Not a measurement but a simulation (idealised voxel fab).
This is a process module. Its name is voxel self aligned vias.
Each square cell in cross-section cut measures 5 nm, and the section as a whole is 205 nm wide.
Reading order for cross-sections: top band down to bottom band. Underlying form: a grid of square cells. Band size: one or more rows of cells.
For a band, the entry starts with two heights in nm, that of the top and then that of the bottom, and carries on with the band's materials in order from left to right, each alongside its width in nm; the word "everywhere" beside a single material means it fills the band edge to edge, and "air" means empty space.
Height reference: 0 = level under which incoming wafer is all one material. Lowest band: no bottom, runs on downward, e.g. "0 -> down".
The width entry "30->40" should be interpreted row by row: the top row of cells in the band takes the first number, the bottom row takes the second number, and the change between adjacent rows is uniform throughout.
Given "stayed the same" for a step, no cell of the cross-section differs between before and after that step.
The list in "Sealed internal voids" covers empty spaces of 8 cells or more that cannot reach the top through any open way, and it gives each as width x height at distance; the distance is from the left edge, and width, height and distance are in nm.
Step line, after settings: the simulator's comment on this step.
"overlay nm" on a masked step: distance the mask lay right of its planned place, negative for left.

# Steps planned for the process
step 1: RECEIVE,material Si
step 2: CONFORMAL_DEP,material SiO2,thk nm 10
step 3: CONFORMAL_DEP,material SiCN,thk nm 5
step 4: DIRECTIONAL_DEP,material lowk,thk nm 30
step 5: DIRECTIONAL_DEP,material aC,thk nm 10
step 6: PATTERN,tone open,mask id LINES,material resist,width nm 25,pitch nm 60,thk nm 25,overlay nm 0
step 7: DIRECTIONAL_ETCH,etch materials aC,depth nm 10
step 8: STRIP,etch materials resist
step 9: DIRECTIONAL_ETCH,etch materials lowk,depth nm 30
step 10: STRIP,etch materials aC
step 11: CONFORMAL_DEP,material TiN,thk nm 5
step 12: FILL_DEP,material W,thk nm 5
step 13: CMP,height nm 45
step 14: SELECTIVE_ETCH,etch materials W Ru TiN,depth nm 10
step 15: FILL_DEP,material SiN,thk nm 10
step 16: CMP,height nm 45
step 17: DIRECTIONAL_DEP,material lowk,thk nm 15
step 18: PATTERN,tone open,mask id VIAS,material resist,width nm 45,pitch nm 60,thk nm 15,overlay nm 0
step 19: DIRECTIONAL_ETCH,etch materials lowk,depth nm 15
step 20: DIRECTIONAL_ETCH,etch materials SiN,depth nm 10
step 21: STRIP,etch materials resist
step 22: CONFORMAL_DEP,material TiN,thk nm 5
step 23: FILL_DEP,material Ru,thk nm 10
step 24: CMP,height nm 60
step 25: CONFORMAL_DEP,material SiN,thk nm 5

# Cross-section: wafer on arrival = after step 1
	0 -> down = Si everywhere
	Sealed internal voids: none

# Same starting wafer, same plan as above, one mistake in the execution; this is the cross-section at the end of the module
	65 -> 60 = SiN everywhere
	60 -> 50 = 50 lowk, then 5 TiN, then 35 Ru, then 5 TiN, then 15 lowk, then 5 TiN, then 35 Ru, then 5 TiN, then 50 lowk
	50 -> 40 = 50->60 lowk, then 15->5 TiN, then 15 Ru, then 15->5 TiN, then 15->35 lowk, then 15->5 TiN, then 15 Ru, then 15->5 TiN, then 50->60 lowk
	40 -> 35 = 60 lowk, then 25 TiN, then 35 lowk, then 25 TiN, then 60 lowk
	35 -> 20 = 60 lowk, then 5 TiN, then 15 W, then 5 TiN, then 35 lowk, then 5 TiN, then 15 W, then 5 TiN, then 60 lowk
	20 -> 15 = 60 lowk, then 25 TiN, then 35 lowk, then 25 TiN, then 60 lowk
	15 -> 5 = SiO2 everywhere
	5 -> 0 = SiCN everywhere
	0 -> down = Si everywhere
	Sealed internal voids: none
what went wrong: sequence error: steps 2 and 3 interchanged
